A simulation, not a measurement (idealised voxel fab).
Documented hereafter: the process module known as voxel self aligned vias.
Cross-sectional view cut (width: 255 nm; square cell size: 5 nm).
Each cross-section below is a grid of square cells, stated as bands in top-down order, with one or more rows of cells making up each band. A band entry consists of two parts. The first gives the height of the band's top and the height of its bottom, in nm. The rest lists the band's materials from left to right, each with its width in nm. A single material labelled with the word "edge to edge" fills the band from edge to edge, and the word "empty" marks empty space. Heights are reckoned from 0. Under this level, the received wafer is all of one material. The bottommost band is open-ended downward, for example "top 0, no bottom". When a width is written as two numbers, as in "30->40", the first number is the width in the top row of cells of the band and the second is the width in its bottom row, and the width changes by the same amount from each row to the next. Step marked "no change"? Then no cell in the cross-section changed in it. "Entrapped voids" means: voids of 8 cells or more that are shut off from the top with no open way through. Written width x height at distance, distance from the left edge, in nm. Heads up: the bit after the settings on a step's line is the simulator's remark on that step. Among the settings permitted on a step's line is "overlay nm"; applied to a step with a mask, it specifies the extent to which the mask lay to the right of its planned position, whereas a negative figure signifies a position to the left.
THE PROCESS STEPS THAT WERE PLANNED ARE LISTED BELOW
1) RECEIVE: material Si
2) CONFORMAL_DEP: material SiO2, thk nm 15
3) CONFORMAL_DEP: material SiCN, thk nm 5
4) DIRECTIONAL_DEP: material SiO2, thk nm 30
5) MASKED_ETCH: tone open, mask id LINES, width nm 25, pitch nm 65, etch materials SiO2, depth nm 30, overlay nm -15
6) CONFORMAL_DEP: material TiN, thk nm 5
7) FILL_DEP: material W, thk nm 5
8) CMP: height nm 50
9) SELECTIVE_ETCH: etch materials W Ru TiN, depth nm 5
10) FILL_DEP: material SiN, thk nm 10
11) CMP: height nm 50
12) DIRECTIONAL_DEP: material SiO2, thk nm 20
13) MASKED_ETCH: tone open, mask id VIAS, width nm 45, pitch nm 65, etch materials SiO2, depth nm 20, overlay nm 0
14) MASKED_ETCH: tone open, mask id VIAS, width nm 45, pitch nm 65, etch materials SiN, depth nm 5, overlay nm 0
15) CONFORMAL_DEP: material TiN, thk nm 5
16) FILL_DEP: material Cu, thk nm 5
17) CMP: height nm 70
18) CONFORMAL_DEP: material SiCN, thk nm 5
All wafers enter the flow in the same state. The overlay nm at step 5 differs from wafer to wafer, and the plan gives the value for the first wafer.
CROSS-SECTION OF THE FIRST OF SEVERAL WAFERS ON RECEIPT, REFLECTING COMPLETION OF STEP 1
* top 0, no bottom = Si edge to edge
* Entrapped voids: none
CROSS-SECTION OF THE FIRST OF SEVERAL WAFERS, TAKEN AFTER STEP 18, WHERE THE MODULE ENDS
* top 75, bottom 70 = SiCN edge to edge
* top 70, bottom 55 = SiO2: 40 | TiN: 5 | Cu: 35 | TiN: 5 | SiO2: 20 | TiN: 5 | Cu: 35 | TiN: 5 | SiO2: 20 | TiN: 5 | Cu: 35 | TiN: 5 | SiO2: 40
* top 55, bottom 50 = SiO2: 40 | TiN: 5 | Cu: 10 | TiN: 30 | SiO2: 20 | TiN: 5 | Cu: 10 | TiN: 30 | SiO2: 20 | TiN: 5 | Cu: 10 | TiN: 30 | SiO2: 40
* top 50, bottom 45 = SiO2: 35 | SiN: 5 | TiN: 20 | SiO2: 40 | SiN: 5 | TiN: 20 | SiO2: 40 | SiN: 5 | TiN: 20 | SiO2: 65
* top 45, bottom 25 = SiO2: 35 | TiN: 5 | W: 15 | TiN: 5 | SiO2: 40 | TiN: 5 | W: 15 | TiN: 5 | SiO2: 40 | TiN: 5 | W: 15 | TiN: 5 | SiO2: 65
* top 25, bottom 20 = SiO2: 35 | TiN: 25 | SiO2: 40 | TiN: 25 | SiO2: 40 | TiN: 25 | SiO2: 65
* top 20, bottom 15 = SiCN edge to edge
* top 15, bottom 0 = SiO2 edge to edge
* top 0, no bottom = Si edge to edge
* Entrapped voids: none
SHOWING THE LAST WAFER IN CROSS-SECTION AT THE END OF THE MODULE
* top 75, bottom 70 = SiCN edge to edge
* top 70, bottom 55 = SiO2: 40 | TiN: 5 | Cu: 35 | TiN: 5 | SiO2: 20 | TiN: 5 | Cu: 35 | TiN: 5 | SiO2: 20 | TiN: 5 | Cu: 35 | TiN: 5 | SiO2: 40
* top 55, bottom 50 = SiO2: 40 | TiN: 30 | Cu: 10 | TiN: 5 | SiO2: 20 | TiN: 30 | Cu: 10 | TiN: 5 | SiO2: 20 | TiN: 30 | Cu: 10 | TiN: 5 | SiO2: 40
* top 50, bottom 45 = SiO2: 65 | TiN: 20 | SiN: 5 | SiO2: 40 | TiN: 20 | SiN: 5 | SiO2: 40 | TiN: 20 | SiN: 5 | SiO2: 35
* top 45, bottom 25 = SiO2: 65 | TiN: 5 | W: 15 | TiN: 5 | SiO2: 40 | TiN: 5 | W: 15 | TiN: 5 | SiO2: 40 | TiN: 5 | W: 15 | TiN: 5 | SiO2: 35
* top 25, bottom 20 = SiO2: 65 | TiN: 25 | SiO2: 40 | TiN: 25 | SiO2: 40 | TiN: 25 | SiO2: 35
* top 20, bottom 15 = SiCN edge to edge
* top 15, bottom 0 = SiO2 edge to edge
* top 0, no bottom = Si edge to edge
* Entrapped voids: none
TABLE: WAFERS, A ROW EACH; END-OF-MODULE CELL CHANGE PER MATERIAL SINCE RECEIPT, GAIN (+), LOSS (-); THEN CLOSED VOIDS
overlay nm -15, +69 Cu, +102 SiCN, +3 SiN, +465 SiO2, +90 TiN, +36 W, Entrapped voids: none
overlay nm -10, +72 Cu, +102 SiCN, +465 SiO2, +90 TiN, +36 W, Entrapped voids: none
overlay nm -5, +72 Cu, +102 SiCN, +465 SiO2, +90 TiN, +36 W, Entrapped voids: none
overlay nm 0, +72 Cu, +102 SiCN, +465 SiO2, +90 TiN, +36 W, Entrapped voids: none
overlay nm 5, +72 Cu, +102 SiCN, +465 SiO2, +90 TiN, +36 W, Entrapped voids: none
overlay nm 10, +72 Cu, +102 SiCN, +465 SiO2, +90 TiN, +36 W, Entrapped voids: none
overlay nm 15, +69 Cu, +102 SiCN, +3 SiN, +465 SiO2, +90 TiN, +36 W, Entrapped voids: none
